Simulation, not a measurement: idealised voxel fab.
Process module under the name voxel transistor to metal
For reference, the cross-section in this document is cut, with width 255 nm and square cells of 5 nm.
In what follows, cross-sections appear as grids of square cells, described through bands that run from the top down, where every band is one or more rows of cells.
Basically the band line says how high the top is and how high the bottom is, in nm, and then what's in it from left to right, every material with its width in nm. Empty space shows up as "blank", and if a single material carries "full width" it runs the full band edge to edge.
Basically, 0 is our baseline, since under it the wafer straight out of the box is all one material. The bottom band has no lower end and keeps on going down, so it looks like "0 down".
Read "30->40" as a graded width: first number on top, second number at the bottom, same change between each pair of neighbouring rows.
Take "nothing altered" at face value: in the step it is given for, the cross-section changed in none of its cells.
In the "Sealed void inventory" entry, you get each enclosed empty space of 8 cells or more, one with no open way to the top, written width x height at distance, distance from the left edge, in nm.
On each step's line, the part that comes after the settings is the simulator's own comment on the step.
Steps that use a mask can have "overlay nm" on their line. It says how far the mask sat to the right of where it was meant to be. Negative means to the left.
Pairs ahead. Before: cross-section ahead of one process step. After: cross-section once the step is done, shown to the lowest changed band only. Under each pair: that step, with settings. Caution: pairs may come from different runs of this module on the same starting wafer; a pair follows the pair above only where its "Pre-process" entry says so.

[Pre-process]
145 to 115: 30 nm resist, then 15 nm blank, then 95 nm resist, then 15 nm blank, then 100 nm resist
115 to 105: 30 nm aC, then 15 nm blank, then 95 nm aC, then 15 nm blank, then 100 nm aC
105 to 100: 30 nm SiO2, then 15 nm blank, then 95 nm SiO2, then 15 nm blank, then 100 nm SiO2
100 to 90: 30 nm SiO2, then 15 nm aC, then 95 nm SiO2, then 15 nm aC, then 100 nm SiO2
90 to 75: SiO2 full width
75 to 70: SiCN full width
70 to 55: 25 nm SiO2, then 5 nm SiN, then 15 nm Ru, then 5 nm SiN, then 40 nm SiO2, then 5 nm SiN, then 15 nm Ru, then 5 nm SiN, then 20 nm SiO2, then 5 nm SiN, then 15 nm Ru, then 5 nm SiN, then 40 nm SiO2, then 5 nm SiN, then 15 nm Ru, then 5 nm SiN, then 30 nm SiO2
55 to 50: 30 nm SiN, then 15 nm TiN, then 50 nm SiN, then 15 nm TiN, then 30 nm SiN, then 15 nm TiN, then 50 nm SiN, then 15 nm TiN, then 35 nm SiN
50 to 40: 30 nm SiO2, then 5 nm TiN, then 15->10 nm Ru, then 5->10 nm TiN, then 30 nm SiO2, then 5->10 nm TiN, then 15->10 nm Ru, then 5 nm TiN, then 30 nm SiO2, then 5 nm TiN, then 15->10 nm Ru, then 5->10 nm TiN, then 30 nm SiO2, then 5->10 nm TiN, then 15->10 nm Ru, then 5 nm TiN, then 35 nm SiO2
40 to 25: 30 nm SiO2, then 5 nm TiN, then 10 nm Ru, then 5 nm TiN, then 10 nm SiN, then 20 nm SiCN, then 10 nm SiN, then 5 nm TiN, then 10 nm Ru, then 5 nm TiN, then 30 nm SiO2, then 5 nm TiN, then 10 nm Ru, then 5 nm TiN, then 10 nm SiN, then 20 nm SiCN, then 10 nm SiN, then 5 nm TiN, then 10 nm Ru, then 5 nm TiN, then 35 nm SiO2
25 to 15: 30 nm SiO2, then 5 nm TiN, then 10 nm Ru, then 5 nm TiN, then 10 nm SiN, then 20 nm polySi, then 10 nm SiN, then 5 nm TiN, then 10 nm Ru, then 5 nm TiN, then 30 nm SiO2, then 5 nm TiN, then 10 nm Ru, then 5 nm TiN, then 10 nm SiN, then 20 nm polySi, then 10 nm SiN, then 5 nm TiN, then 10 nm Ru, then 5 nm TiN, then 35 nm SiO2
15 to 10: 30 nm SiO2, then 20 nm TiN, then 10 nm SiN, then 20 nm polySi, then 10 nm SiN, then 20 nm TiN, then 30 nm SiO2, then 20 nm TiN, then 10 nm SiN, then 20 nm polySi, then 10 nm SiN, then 20 nm TiN, then 35 nm SiO2
10 to 5: 30 nm SiO2, then 5 nm TiN, then 15 nm nSi, then 10 nm SiN, then 20 nm polySi, then 10 nm SiN, then 15 nm nSi, then 5 nm TiN, then 30 nm SiO2, then 5 nm TiN, then 15 nm nSi, then 10 nm SiN, then 20 nm polySi, then 10 nm SiN, then 15 nm nSi, then 5 nm TiN, then 35 nm SiO2
5 to 0: 20 nm SiO2, then 10 nm SiN, then 5 nm TiN, then 15 nm nSi, then 10 nm SiN, then 20 nm polySi, then 10 nm SiN, then 15 nm nSi, then 5 nm TiN, then 10 nm SiN, then 10 nm SiO2, then 10 nm SiN, then 5 nm TiN, then 15 nm nSi, then 10 nm SiN, then 20 nm polySi, then 10 nm SiN, then 15 nm nSi, then 5 nm TiN, then 10 nm SiN, then 25 nm SiO2
0 to -5: 30 nm SiO2, then 20 nm nSi, then 40 nm SiO2, then 20 nm nSi, then 30 nm SiO2, then 20 nm nSi, then 40 nm SiO2, then 20 nm nSi, then 35 nm SiO2
-5 to -15: 30 nm SiO2, then 20 nm nSi, then 40 nm Si, then 20 nm nSi, then 30 nm SiO2, then 20 nm nSi, then 40 nm Si, then 20 nm nSi, then 35 nm SiO2
-15 to -30: 30 nm SiO2, then 80 nm Si, then 30 nm SiO2, then 80 nm Si, then 35 nm SiO2
-30 down: Si full width
Sealed void inventory: none

[Post-Process View]
135 to 115: 30 nm resist, then 15 nm blank, then 95 nm resist, then 15 nm blank, then 100 nm resist
115 to 105: 30 nm aC, then 15 nm blank, then 95 nm aC, then 15 nm blank, then 100 nm aC
105 to 90: 30 nm SiO2, then 15 nm blank, then 95 nm SiO2, then 15 nm blank, then 100 nm SiO2
At heights below 90, the structure remains unaltered.
Sealed void inventory: none
Step between the cross-sections above: DIRECTIONAL_ETCH, etch materials aC, depth nm 10

Pre-process: the state before this step is the cross-section shown after the step in the pair just above.

[Post-Process View]
115 to 105: 30 nm aC, then 15 nm blank, then 95 nm aC, then 15 nm blank, then 100 nm aC
At heights below 105, the structure remains unaltered.
Sealed void inventory: none
Step between the cross-sections above: STRIP, etch materials resist

Pre-process: the state before this step is the cross-section shown after the step in the pair just above.

[Post-Process View]
115 to 105: 30 nm aC, then 15 nm blank, then 95 nm aC, then 15 nm blank, then 100 nm aC
105 to 75: 30 nm SiO2, then 15 nm blank, then 95 nm SiO2, then 15 nm blank, then 100 nm SiO2
At heights below 75, the structure remains unaltered.
Sealed void inventory: none
Step between the cross-sections above: DIRECTIONAL_ETCH, etch materials SiO2, depth nm 15

Pre-process: the state before this step is the cross-section shown after the step in the pair just above.

[Post-Process View]
115 to 105: 30 nm aC, then 15 nm blank, then 95 nm aC, then 15 nm blank, then 100 nm aC
105 to 75: 30 nm SiO2, then 15 nm blank, then 95 nm SiO2, then 15 nm blank, then 100 nm SiO2
75 to 70: 30 nm SiCN, then 15 nm blank, then 95 nm SiCN, then 15 nm blank, then 100 nm SiCN
At heights below 70, the structure remains unaltered.
Sealed void inventory: none
Step between the cross-sections above: DIRECTIONAL_ETCH, etch materials SiCN, depth nm 5

Pre-process: the state before this step is the cross-section shown after the step in the pair just above.

[Post-Process View]
105 to 75: 30 nm SiO2, then 15 nm blank, then 95 nm SiO2, then 15 nm blank, then 100 nm SiO2
At heights below 75, the structure remains unaltered.
Sealed void inventory: none
Step between the cross-sections above: STRIP, etch materials aC

Pre-process: the state before this step is the cross-section shown after the step in the pair just above.

[Post-Process View]
110 to 105: 35 nm TiN, then 5 nm blank, then 105 nm TiN, then 5 nm blank, then 105 nm TiN
105 to 75: 30 nm SiO2, then 5 nm TiN, then 5 nm blank, then 5 nm TiN, then 95 nm SiO2, then 5 nm TiN, then 5 nm blank, then 5 nm TiN, then 100 nm SiO2
75 to 70: 30 nm SiCN, then 15 nm TiN, then 95 nm SiCN, then 15 nm TiN, then 100 nm SiCN
At heights below 70, the structure remains unaltered.
Sealed void inventory: none
Step between the cross-sections above: CONFORMAL_DEP, material TiN, thk nm 5

Pre-process: the state before this step is the cross-section shown after the step in the pair just above.

[Post-Process View]
115 to 110: Ru full width
110 to 105: 35 nm TiN, then 5 nm Ru, then 105 nm TiN, then 5 nm Ru, then 105 nm TiN
105 to 75: 30 nm SiO2, then 5 nm TiN, then 5 nm Ru, then 5 nm TiN, then 95 nm SiO2, then 5 nm TiN, then 5 nm Ru, then 5 nm TiN, then 100 nm SiO2
At heights below 75, the structure remains unaltered.
Sealed void inventory: none
Step between the cross-sections above: FILL_DEP, material Ru, thk nm 5

Pre-process: the state before this step is the cross-section shown after the step in the pair just above.

[Post-Process View]
105 to 75: 30 nm SiO2, then 5 nm TiN, then 5 nm Ru, then 5 nm TiN, then 95 nm SiO2, then 5 nm TiN, then 5 nm Ru, then 5 nm TiN, then 100 nm SiO2
At heights below 75, the structure remains unaltered.
Sealed void inventory: none
Step between the cross-sections above: CMP, height nm 105

Pre-process: the state before this step is the cross-section shown after the step in the pair just above.

[Post-Process View]
110 to 105: SiN full width
At heights below 105, the structure remains unaltered.
Sealed void inventory: none
Step between the cross-sections above: CONFORMAL_DEP, material SiN, thk nm 5

[Pre-process]
55 to 50: TiN full width
50 to 40: 30 nm SiO2, then 5 nm TiN, then 15->10 nm Ru, then 5->10 nm TiN, then 30 nm SiO2, then 5->10 nm TiN, then 15->10 nm Ru, then 5 nm TiN, then 30 nm SiO2, then 5 nm TiN, then 15->10 nm Ru, then 5->10 nm TiN, then 30 nm SiO2, then 5->10 nm TiN, then 15->10 nm Ru, then 5 nm TiN, then 35 nm SiO2
40 to 25: 30 nm SiO2, then 5 nm TiN, then 10 nm Ru, then 5 nm TiN, then 10 nm SiN, then 20 nm SiCN, then 10 nm SiN, then 5 nm TiN, then 10 nm Ru, then 5 nm TiN, then 30 nm SiO2, then 5 nm TiN, then 10 nm Ru, then 5 nm TiN, then 10 nm SiN, then 20 nm SiCN, then 10 nm SiN, then 5 nm TiN, then 10 nm Ru, then 5 nm TiN, then 35 nm SiO2
25 to 15: 30 nm SiO2, then 5 nm TiN, then 10 nm Ru, then 5 nm TiN, then 10 nm SiN, then 20 nm polySi, then 10 nm SiN, then 5 nm TiN, then 10 nm Ru, then 5 nm TiN, then 30 nm SiO2, then 5 nm TiN, then 10 nm Ru, then 5 nm TiN, then 10 nm SiN, then 20 nm polySi, then 10 nm SiN, then 5 nm TiN, then 10 nm Ru, then 5 nm TiN, then 35 nm SiO2
15 to 10: 30 nm SiO2, then 20 nm TiN, then 10 nm SiN, then 20 nm polySi, then 10 nm SiN, then 20 nm TiN, then 30 nm SiO2, then 20 nm TiN, then 10 nm SiN, then 20 nm polySi, then 10 nm SiN, then 20 nm TiN, then 35 nm SiO2
10 to 5: 30 nm SiO2, then 5 nm TiN, then 15 nm nSi, then 10 nm SiN, then 20 nm polySi, then 10 nm SiN, then 15 nm nSi, then 5 nm TiN, then 30 nm SiO2, then 5 nm TiN, then 15 nm nSi, then 10 nm SiN, then 20 nm polySi, then 10 nm SiN, then 15 nm nSi, then 5 nm TiN, then 35 nm SiO2
5 to 0: 20 nm SiO2, then 10 nm SiN, then 5 nm TiN, then 15 nm nSi, then 10 nm SiN, then 20 nm polySi, then 10 nm SiN, then 15 nm nSi, then 5 nm TiN, then 10 nm SiN, then 10 nm SiO2, then 10 nm SiN, then 5 nm TiN, then 15 nm nSi, then 10 nm SiN, then 20 nm polySi, then 10 nm SiN, then 15 nm nSi, then 5 nm TiN, then 10 nm SiN, then 25 nm SiO2
0 to -5: 30 nm SiO2, then 20 nm nSi, then 40 nm SiO2, then 20 nm nSi, then 30 nm SiO2, then 20 nm nSi, then 40 nm SiO2, then 20 nm nSi, then 35 nm SiO2
-5 to -15: 30 nm SiO2, then 20 nm nSi, then 40 nm Si, then 20 nm nSi, then 30 nm SiO2, then 20 nm nSi, then 40 nm Si, then 20 nm nSi, then 35 nm SiO2
-15 to -30: 30 nm SiO2, then 80 nm Si, then 30 nm SiO2, then 80 nm Si, then 35 nm SiO2
-30 down: Si full width
Sealed void inventory: none

[Post-Process View]
55 to 50: 30 nm blank, then 15 nm TiN, then 50 nm blank, then 15 nm TiN, then 30 nm blank, then 15 nm TiN, then 50 nm blank, then 15 nm TiN, then 35 nm blank
At heights below 50, the structure remains unaltered.
Sealed void inventory: none
Step between the cross-sections above: MASKED_ETCH, tone cover, mask id METAL_1, width nm 15, etch materials TiN, depth nm 5, overlay nm 0

Pre-process: the state before this step is the cross-section shown after the step in the pair just above.

[Post-Process View]
60 to 55: 25 nm blank, then 25 nm SiN, then 40 nm blank, then 25 nm SiN, then 20 nm blank, then 25 nm SiN, then 40 nm blank, then 25 nm SiN, then 30 nm blank
55 to 50: 30 nm SiN, then 15 nm TiN, then 50 nm SiN, then 15 nm TiN, then 30 nm SiN, then 15 nm TiN, then 50 nm SiN, then 15 nm TiN, then 35 nm SiN
At heights below 50, the structure remains unaltered.
Sealed void inventory: none
Step between the cross-sections above: CONFORMAL_DEP, material SiN, thk nm 5

Pre-process: the state before this step is the cross-section shown after the step in the pair just above.

[Post-Process View]
70 to 60: SiO2 full width
60 to 55: 25 nm SiO2, then 25 nm SiN, then 40 nm SiO2, then 25 nm SiN, then 20 nm SiO2, then 25 nm SiN, then 40 nm SiO2, then 25 nm SiN, then 30 nm SiO2
At heights below 55, the structure remains unaltered.
Sealed void inventory: none
Step between the cross-sections above: FILL_DEP, material SiO2, thk nm 10

Pre-process: the state before this step is the cross-section shown after the step in the pair just above.

[Post-Process View]
75 to 70: SiCN full width
At heights below 70, the structure remains unaltered.
Sealed void inventory: none
Step between the cross-sections above: CONFORMAL_DEP, material SiCN, thk nm 5

Pre-process: the state before this step is the cross-section shown after the step in the pair just above.

[Post-Process View]
105 to 75: SiO2 full width
At heights below 75, the structure remains unaltered.
Sealed void inventory: none
Step between the cross-sections above: DIRECTIONAL_DEP, material SiO2, thk nm 30

Pre-process: the state before this step is the cross-section shown after the step in the pair just above.

[Post-Process View]
105 to 90: 30 nm SiO2, then 15 nm blank, then 95 nm SiO2, then 15 nm blank, then 100 nm SiO2
At heights below 90, the structure remains unaltered.
Sealed void inventory: none
Step between the cross-sections above: MASKED_ETCH, tone open, mask id METAL_2, width nm 15, pitch nm 110, etch materials SiO2, depth nm 15, overlay nm 0

Pre-process: the state before this step is the cross-section shown after the step in the pair just above.

[Post-Process View]
115 to 105: 30 nm aC, then 15 nm blank, then 95 nm aC, then 15 nm blank, then 100 nm aC
105 to 100: 30 nm SiO2, then 15 nm blank, then 95 nm SiO2, then 15 nm blank, then 100 nm SiO2
100 to 90: 30 nm SiO2, then 15 nm aC, then 95 nm SiO2, then 15 nm aC, then 100 nm SiO2
At heights below 90, the structure remains unaltered.
Sealed void inventory: none
Step between the cross-sections above: DIRECTIONAL_DEP, material aC, thk nm 10

Pre-process: the state before this step is the cross-section shown after the step in the pair just above.

[Post-Process View]
145 to 115: 30 nm resist, then 15 nm blank, then 95 nm resist, then 15 nm blank, then 100 nm resist
At heights below 115, the structure remains unaltered.
Sealed void inventory: none
Step between the cross-sections above: PATTERN, tone open, mask id METAL_2_HOLES, material resist, width nm 15, pitch nm 110, thk nm 30, overlay nm 0

Pre-process: the state before this step is the cross-section shown after the step in the pair just above.

[Post-Process View]
135 to 115: 30 nm resist, then 15 nm blank, then 95 nm resist, then 15 nm blank, then 100 nm resist
115 to 105: 30 nm aC, then 15 nm blank, then 95 nm aC, then 15 nm blank, then 100 nm aC
105 to 90: 30 nm SiO2, then 15 nm blank, then 95 nm SiO2, then 15 nm blank, then 100 nm SiO2
At heights below 90, the structure remains unaltered.
Sealed void inventory: none
Step between the cross-sections above: DIRECTIONAL_ETCH, etch materials aC, depth nm 10

Pre-process: the state before this step is the cross-section shown after the step in the pair just above.

[Post-Process View]
115 to 105: 30 nm aC, then 15 nm blank, then 95 nm aC, then 15 nm blank, then 100 nm aC
At heights below 105, the structure remains unaltered.
Sealed void inventory: none
Step between the cross-sections above: STRIP, etch materials resist

Pre-process: the state before this step is the cross-section shown after the step in the pair just above.

[Post-Process View]
115 to 105: 30 nm aC, then 15 nm blank, then 95 nm aC, then 15 nm blank, then 100 nm aC
105 to 75: 30 nm SiO2, then 15 nm blank, then 95 nm SiO2, then 15 nm blank, then 100 nm SiO2
At heights below 75, the structure remains unaltered.
Sealed void inventory: none
Step between the cross-sections above: DIRECTIONAL_ETCH, etch materials SiO2, depth nm 15

Pre-process: the state before this step is the cross-section shown after the step in the pair just above.

[Post-Process View]
115 to 105: 30 nm aC, then 15 nm blank, then 95 nm aC, then 15 nm blank, then 100 nm aC
105 to 75: 30 nm SiO2, then 15 nm blank, then 95 nm SiO2, then 15 nm blank, then 100 nm SiO2
75 to 70: 30 nm SiCN, then 15 nm blank, then 95 nm SiCN, then 15 nm blank, then 100 nm SiCN
At heights below 70, the structure remains unaltered.
Sealed void inventory: none
Step between the cross-sections above: DIRECTIONAL_ETCH, etch materials SiCN, depth nm 5

Pre-process: the state before this step is the cross-section shown after the step in the pair just above.

[Post-Process View]
105 to 75: 30 nm SiO2, then 15 nm blank, then 95 nm SiO2, then 15 nm blank, then 100 nm SiO2
At heights below 75, the structure remains unaltered.
Sealed void inventory: none
Step between the cross-sections above: STRIP, etch materials aC

Pre-process: the state before this step is the cross-section shown after the step in the pair just above.

[Post-Process View]
110 to 105: 35 nm TiN, then 5 nm blank, then 105 nm TiN, then 5 nm blank, then 105 nm TiN
105 to 75: 30 nm SiO2, then 5 nm TiN, then 5 nm blank, then 5 nm TiN, then 95 nm SiO2, then 5 nm TiN, then 5 nm blank, then 5 nm TiN, then 100 nm SiO2
75 to 70: 30 nm SiCN, then 15 nm TiN, then 95 nm SiCN, then 15 nm TiN, then 100 nm SiCN
At heights below 70, the structure remains unaltered.
Sealed void inventory: none
Step between the cross-sections above: CONFORMAL_DEP, material TiN, thk nm 5

Pre-process: the state before this step is the cross-section shown after the step in the pair just above.

[Post-Process View]
115 to 110: Ru full width
110 to 105: 35 nm TiN, then 5 nm Ru, then 105 nm TiN, then 5 nm Ru, then 105 nm TiN
105 to 75: 30 nm SiO2, then 5 nm TiN, then 5 nm Ru, then 5 nm TiN, then 95 nm SiO2, then 5 nm TiN, then 5 nm Ru, then 5 nm TiN, then 100 nm SiO2
At heights below 75, the structure remains unaltered.
Sealed void inventory: none
Step between the cross-sections above: FILL_DEP, material Ru, thk nm 5

Pre-process: the state before this step is the cross-section shown after the step in the pair just above.

[Post-Process View]
105 to 75: 30 nm SiO2, then 5 nm TiN, then 5 nm Ru, then 5 nm TiN, then 95 nm SiO2, then 5 nm TiN, then 5 nm Ru, then 5 nm TiN, then 100 nm SiO2
At heights below 75, the structure remains unaltered.
Sealed void inventory: none
Step between the cross-sections above: CMP, height nm 105

Pre-process: the state before this step is the cross-section shown after the step in the pair just above.

[Post-Process View]
110 to 105: SiN full width
At heights below 105, the structure remains unaltered.
Sealed void inventory: none
Step between the cross-sections above: CONFORMAL_DEP, material SiN, thk nm 5

[Pre-process]
105 to 75: SiO2 full width
75 to 70: SiCN full width
70 to 55: 25 nm SiO2, then 5 nm SiN, then 15 nm Ru, then 5 nm SiN, then 40 nm SiO2, then 5 nm SiN, then 15 nm Ru, then 5 nm SiN, then 20 nm SiO2, then 5 nm SiN, then 15 nm Ru, then 5 nm SiN, then 40 nm SiO2, then 5 nm SiN, then 15 nm Ru, then 5 nm SiN, then 30 nm SiO2
55 to 50: 30 nm SiN, then 15 nm TiN, then 50 nm SiN, then 15 nm TiN, then 30 nm SiN, then 15 nm TiN, then 50 nm SiN, then 15 nm TiN, then 35 nm SiN
50 to 40: 30 nm SiO2, then 5 nm TiN, then 15->10 nm Ru, then 5->10 nm TiN, then 30 nm SiO2, then 5->10 nm TiN, then 15->10 nm Ru, then 5 nm TiN, then 30 nm SiO2, then 5 nm TiN, then 15->10 nm Ru, then 5->10 nm TiN, then 30 nm SiO2, then 5->10 nm TiN, then 15->10 nm Ru, then 5 nm TiN, then 35 nm SiO2
40 to 25: 30 nm SiO2, then 5 nm TiN, then 10 nm Ru, then 5 nm TiN, then 10 nm SiN, then 20 nm SiCN, then 10 nm SiN, then 5 nm TiN, then 10 nm Ru, then 5 nm TiN, then 30 nm SiO2, then 5 nm TiN, then 10 nm Ru, then 5 nm TiN, then 10 nm SiN, then 20 nm SiCN, then 10 nm SiN, then 5 nm TiN, then 10 nm Ru, then 5 nm TiN, then 35 nm SiO2
25 to 15: 30 nm SiO2, then 5 nm TiN, then 10 nm Ru, then 5 nm TiN, then 10 nm SiN, then 20 nm polySi, then 10 nm SiN, then 5 nm TiN, then 10 nm Ru, then 5 nm TiN, then 30 nm SiO2, then 5 nm TiN, then 10 nm Ru, then 5 nm TiN, then 10 nm SiN, then 20 nm polySi, then 10 nm SiN, then 5 nm TiN, then 10 nm Ru, then 5 nm TiN, then 35 nm SiO2
15 to 10: 30 nm SiO2, then 20 nm TiN, then 10 nm SiN, then 20 nm polySi, then 10 nm SiN, then 20 nm TiN, then 30 nm SiO2, then 20 nm TiN, then 10 nm SiN, then 20 nm polySi, then 10 nm SiN, then 20 nm TiN, then 35 nm SiO2
10 to 5: 30 nm SiO2, then 5 nm TiN, then 15 nm nSi, then 10 nm SiN, then 20 nm polySi, then 10 nm SiN, then 15 nm nSi, then 5 nm TiN, then 30 nm SiO2, then 5 nm TiN, then 15 nm nSi, then 10 nm SiN, then 20 nm polySi, then 10 nm SiN, then 15 nm nSi, then 5 nm TiN, then 35 nm SiO2
5 to 0: 20 nm SiO2, then 10 nm SiN, then 5 nm TiN, then 15 nm nSi, then 10 nm SiN, then 20 nm polySi, then 10 nm SiN, then 15 nm nSi, then 5 nm TiN, then 10 nm SiN, then 10 nm SiO2, then 10 nm SiN, then 5 nm TiN, then 15 nm nSi, then 10 nm SiN, then 20 nm polySi, then 10 nm SiN, then 15 nm nSi, then 5 nm TiN, then 10 nm SiN, then 25 nm SiO2
0 to -5: 30 nm SiO2, then 20 nm nSi, then 40 nm SiO2, then 20 nm nSi, then 30 nm SiO2, then 20 nm nSi, then 40 nm SiO2, then 20 nm nSi, then 35 nm SiO2
-5 to -15: 30 nm SiO2, then 20 nm nSi, then 40 nm Si, then 20 nm nSi, then 30 nm SiO2, then 20 nm nSi, then 40 nm Si, then 20 nm nSi, then 35 nm SiO2
-15 to -30: 30 nm SiO2, then 80 nm Si, then 30 nm SiO2, then 80 nm Si, then 35 nm SiO2
-30 down: Si full width
Sealed void inventory: none

[Post-Process View]
135 to 75: SiO2 full width
At heights below 75, the structure remains unaltered.
Sealed void inventory: none
Step between the cross-sections above: DIRECTIONAL_DEP, material SiO2, thk nm 30

Pre-process: the state before this step is the cross-section shown after the step in the pair just above.

[Post-Process View]
135 to 120: 30 nm SiO2, then 15 nm blank, then 95 nm SiO2, then 15 nm blank, then 100 nm SiO2
At heights below 120, the structure remains unaltered.
Sealed void inventory: none
Step between the cross-sections above: MASKED_ETCH, tone open, mask id METAL_2, width nm 15, pitch nm 110, etch materials SiO2, depth nm 15, overlay nm 0

Pre-process: the state before this step is the cross-section shown after the step in the pair just above.

[Post-Process View]
145 to 135: 30 nm aC, then 15 nm blank, then 95 nm aC, then 15 nm blank, then 100 nm aC
135 to 130: 30 nm SiO2, then 15 nm blank, then 95 nm SiO2, then 15 nm blank, then 100 nm SiO2
130 to 120: 30 nm SiO2, then 15 nm aC, then 95 nm SiO2, then 15 nm aC, then 100 nm SiO2
At heights below 120, the structure remains unaltered.
Sealed void inventory: none
Step between the cross-sections above: DIRECTIONAL_DEP, material aC, thk nm 10

Pre-process: the state before this step is the cross-section shown after the step in the pair just above.

[Post-Process View]
175 to 145: 30 nm resist, then 15 nm blank, then 95 nm resist, then 15 nm blank, then 100 nm resist
At heights below 145, the structure remains unaltered.
Sealed void inventory: none
Step between the cross-sections above: PATTERN, tone open, mask id METAL_2_HOLES, material resist, width nm 15, pitch nm 110, thk nm 30, overlay nm 0

Pre-process: the state before this step is the cross-section shown after the step in the pair just above.

[Post-Process View]
165 to 145: 30 nm resist, then 15 nm blank, then 95 nm resist, then 15 nm blank, then 100 nm resist
145 to 135: 30 nm aC, then 15 nm blank, then 95 nm aC, then 15 nm blank, then 100 nm aC
135 to 120: 30 nm SiO2, then 15 nm blank, then 95 nm SiO2, then 15 nm blank, then 100 nm SiO2
At heights below 120, the structure remains unaltered.
Sealed void inventory: none
Step between the cross-sections above: DIRECTIONAL_ETCH, etch materials aC, depth nm 10

Pre-process: the state before this step is the cross-section shown after the step in the pair just above.

[Post-Process View]
145 to 135: 30 nm aC, then 15 nm blank, then 95 nm aC, then 15 nm blank, then 100 nm aC
At heights below 135, the structure remains unaltered.
Sealed void inventory: none
Step between the cross-sections above: STRIP, etch materials resist

Pre-process: the state before this step is the cross-section shown after the step in the pair just above.

[Post-Process View]
145 to 135: 30 nm aC, then 15 nm blank, then 95 nm aC, then 15 nm blank, then 100 nm aC
135 to 105: 30 nm SiO2, then 15 nm blank, then 95 nm SiO2, then 15 nm blank, then 100 nm SiO2
At heights below 105, the structure remains unaltered.
Sealed void inventory: none
Step between the cross-sections above: DIRECTIONAL_ETCH, etch materials SiO2, depth nm 15

Pre-process: the state before this step is the cross-section shown after the step in the pair just above.

[Post-Process View]
135 to 105: 30 nm SiO2, then 15 nm blank, then 95 nm SiO2, then 15 nm blank, then 100 nm SiO2
At heights below 105, the structure remains unaltered.
Sealed void inventory: none
Step between the cross-sections above: STRIP, etch materials aC

Pre-process: the state before this step is the cross-section shown after the step in the pair just above.

[Post-Process View]
140 to 135: 35 nm TiN, then 5 nm blank, then 105 nm TiN, then 5 nm blank, then 105 nm TiN
135 to 110: 30 nm SiO2, then 5 nm TiN, then 5 nm blank, then 5 nm TiN, then 95 nm SiO2, then 5 nm TiN, then 5 nm blank, then 5 nm TiN, then 100 nm SiO2
110 to 105: 30 nm SiO2, then 15 nm TiN, then 95 nm SiO2, then 15 nm TiN, then 100 nm SiO2
At heights below 105, the structure remains unaltered.
Sealed void inventory: none
Step between the cross-sections above: CONFORMAL_DEP, material TiN, thk nm 5

Pre-process: the state before this step is the cross-section shown after the step in the pair just above.

[Post-Process View]
145 to 140: Ru full width
140 to 135: 35 nm TiN, then 5 nm Ru, then 105 nm TiN, then 5 nm Ru, then 105 nm TiN
135 to 110: 30 nm SiO2, then 5 nm TiN, then 5 nm Ru, then 5 nm TiN, then 95 nm SiO2, then 5 nm TiN, then 5 nm Ru, then 5 nm TiN, then 100 nm SiO2
At heights below 110, the structure remains unaltered.
Sealed void inventory: none
Step between the cross-sections above: FILL_DEP, material Ru, thk nm 5

Pre-process: the state before this step is the cross-section shown after the step in the pair just above.

[Post-Process View]
105 to 75: SiO2 full width
At heights below 75, the structure remains unaltered.
Sealed void inventory: none
Step between the cross-sections above: CMP, height nm 105

Pre-process: the state before this step is the cross-section shown after the step in the pair just above.

[Post-Process View]
110 to 105: SiN full width
At heights below 105, the structure remains unaltered.
Sealed void inventory: none
Step between the cross-sections above: CONFORMAL_DEP, material SiN, thk nm 5

[Pre-process]
40 to 25: 50 nm blank, then 10 nm SiN, then 20 nm SiCN, then 10 nm SiN, then 70 nm blank, then 10 nm SiN, then 20 nm SiCN, then 10 nm SiN, then 55 nm blank
25 to 5: 50 nm blank, then 10 nm SiN, then 20 nm polySi, then 10 nm SiN, then 70 nm blank, then 10 nm SiN, then 20 nm polySi, then 10 nm SiN, then 55 nm blank
5 to 0: 20 nm blank, then 10 nm SiN, then 20 nm blank, then 10 nm SiN, then 20 nm polySi, then 10 nm SiN, then 20 nm blank, then 10 nm SiN, then 10 nm blank, then 10 nm SiN, then 20 nm blank, then 10 nm SiN, then 20 nm polySi, then 10 nm SiN, then 20 nm blank, then 10 nm SiN, then 25 nm blank
0 to -5: 30 nm SiO2, then 20 nm blank, then 40 nm SiO2, then 20 nm blank, then 30 nm SiO2, then 20 nm blank, then 40 nm SiO2, then 20 nm blank, then 35 nm SiO2
-5 to -30: 30 nm SiO2, then 80 nm Si, then 30 nm SiO2, then 80 nm Si, then 35 nm SiO2
-30 down: Si full width
Sealed void inventory: none

[Post-Process View]
40 to 25: 50 nm blank, then 10 nm SiN, then 20 nm SiCN, then 10 nm SiN, then 70 nm blank, then 10 nm SiN, then 20 nm SiCN, then 10 nm SiN, then 55 nm blank
25 to 10: 50 nm blank, then 10 nm SiN, then 20 nm polySi, then 10 nm SiN, then 70 nm blank, then 10 nm SiN, then 20 nm polySi, then 10 nm SiN, then 55 nm blank
10 to 5: 25 nm blank, then 25 nm nSi, then 10 nm SiN, then 20 nm polySi, then 10 nm SiN, then 25 nm nSi, then 20 nm blank, then 25 nm nSi, then 10 nm SiN, then 20 nm polySi, then 10 nm SiN, then 25 nm nSi, then 30 nm blank
5 to 0: 20 nm blank, then 10 nm SiN, then 20 nm nSi, then 10 nm SiN, then 20 nm polySi, then 10 nm SiN, then 20 nm nSi, then 10 nm SiN, then 10 nm blank, then 10 nm SiN, then 20 nm nSi, then 10 nm SiN, then 20 nm polySi, then 10 nm SiN, then 20 nm nSi, then 10 nm SiN, then 25 nm blank
0 to -5: 30 nm SiO2, then 20 nm nSi, then 40 nm SiO2, then 20 nm nSi, then 30 nm SiO2, then 20 nm nSi, then 40 nm SiO2, then 20 nm nSi, then 35 nm SiO2
At heights below -5, the structure remains unaltered.
Sealed void inventory: none
Step between the cross-sections above: EPI, material nSi, thk nm 15

Pre-process: the state before this step is the cross-section shown after the step in the pair just above.

[Post-Process View]
40 to 25: 50 nm blank, then 10 nm SiN, then 20 nm SiCN, then 10 nm SiN, then 70 nm blank, then 10 nm SiN, then 20 nm SiCN, then 10 nm SiN, then 55 nm blank
25 to 5: 50 nm blank, then 10 nm SiN, then 20 nm polySi, then 10 nm SiN, then 70 nm blank, then 10 nm SiN, then 20 nm polySi, then 10 nm SiN, then 55 nm blank
5 to 0: 20 nm blank, then 10 nm SiN, then 20 nm blank, then 10 nm SiN, then 20 nm polySi, then 10 nm SiN, then 20 nm blank, then 10 nm SiN, then 10 nm blank, then 10 nm SiN, then 20 nm blank, then 10 nm SiN, then 20 nm polySi, then 10 nm SiN, then 20 nm blank, then 10 nm SiN, then 25 nm blank
At heights below 0, the structure remains unaltered.
Sealed void inventory: none
Step between the cross-sections above: DIRECTIONAL_ETCH, etch materials Si, depth nm 10
